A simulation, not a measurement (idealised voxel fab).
process module | voxel self aligned vias
cross-section cut | 220 nm wide | cells 5 nm
A cross-section is a grid of square cells, given in bands from the top down. A band is one or more rows of cells.
Each band's line starts with the height of the band's top and of its bottom, in nm. Then come its materials from left to right, each with its width in nm. One material with "throughout" fills the band from edge to edge. "air" is empty space.
Height 0 is the level under which the wafer as received is all one material. The lowest band goes on downwards, as in "0 down".
A width such as "30 to 40" changes by the same amount from each row of cells to the next, from the band's top row to its bottom row.
"no change" after a step means that no cell of the cross-section changed.
closed voids: empty space of 8 cells or more with no open way to the top, each as width x height at its distance from the left edge, in nm
after a step's settings: what the simulator itself notes on the step
overlay nm, on a step with a mask: how far to the right of its planned place the mask lay; to the left if negative
plan
1 op RECEIVE | material Si
2 op CONFORMAL_DEP | material SiO2 | thk nm 10
3 op CONFORMAL_DEP | material SiCN | thk nm 5
4 op DIRECTIONAL_DEP | material lowk | thk nm 30
5 op DIRECTIONAL_DEP | material aC | thk nm 10
6 op PATTERN | tone open | mask id LINES | material resist | width nm 30 | pitch nm 70 | thk nm 30 | overlay nm 0
7 op DIRECTIONAL_ETCH | etch materials aC | depth nm 10
8 op STRIP | etch materials resist
9 op DIRECTIONAL_ETCH | etch materials lowk | depth nm 30
10 op STRIP | etch materials aC
11 op CONFORMAL_DEP | material TiN | thk nm 5
12 op FILL_DEP | material W | thk nm 5
13 op CMP | height nm 45
14 op SELECTIVE_ETCH | etch materials W Ru TiN | depth nm 10
15 op FILL_DEP | material SiN | thk nm 10
16 op CMP | height nm 45
17 op DIRECTIONAL_DEP | material lowk | thk nm 15
18 op MASKED_ETCH | tone open | mask id VIAS | width nm 40 | pitch nm 70 | etch materials lowk | depth nm 15 | overlay nm 0
19 op MASKED_ETCH | tone open | mask id VIAS | width nm 40 | pitch nm 70 | etch materials SiN | depth nm 10 | overlay nm -15
20 op CONFORMAL_DEP | material TiN | thk nm 5
21 op FILL_DEP | material W | thk nm 10
22 op CMP | height nm 60
23 op CONFORMAL_DEP | material SiCN | thk nm 5
varied across the wafers: overlay nm of step 19. The plan shows the first wafer's value. All wafers start alike
first wafer as received, after step 1
  0 down: Si throughout
  closed voids: none
each wafer at the end: cells of each material gained (+) or lost (-) since it was received, then its closed voids
overlay nm -15 | +88 SiCN | +8 SiN | +88 SiO2 | +56 TiN | +56 W | +276 lowk | closed voids: none
overlay nm -10 | +88 SiCN | +4 SiN | +88 SiO2 | +56 TiN | +60 W | +276 lowk | closed voids: none
overlay nm -5 | +88 SiCN | +88 SiO2 | +56 TiN | +64 W | +276 lowk | closed voids: none
overlay nm 0 | +88 SiCN | +88 SiO2 | +56 TiN | +64 W | +276 lowk | closed voids: none
overlay nm 5 | +88 SiCN | +88 SiO2 | +56 TiN | +64 W | +276 lowk | closed voids: none
overlay nm 10 | +88 SiCN | +4 SiN | +88 SiO2 | +56 TiN | +60 W | +276 lowk | closed voids: none
overlay nm 15 | +88 SiCN | +8 SiN | +88 SiO2 | +56 TiN | +56 W | +276 lowk | closed voids: none
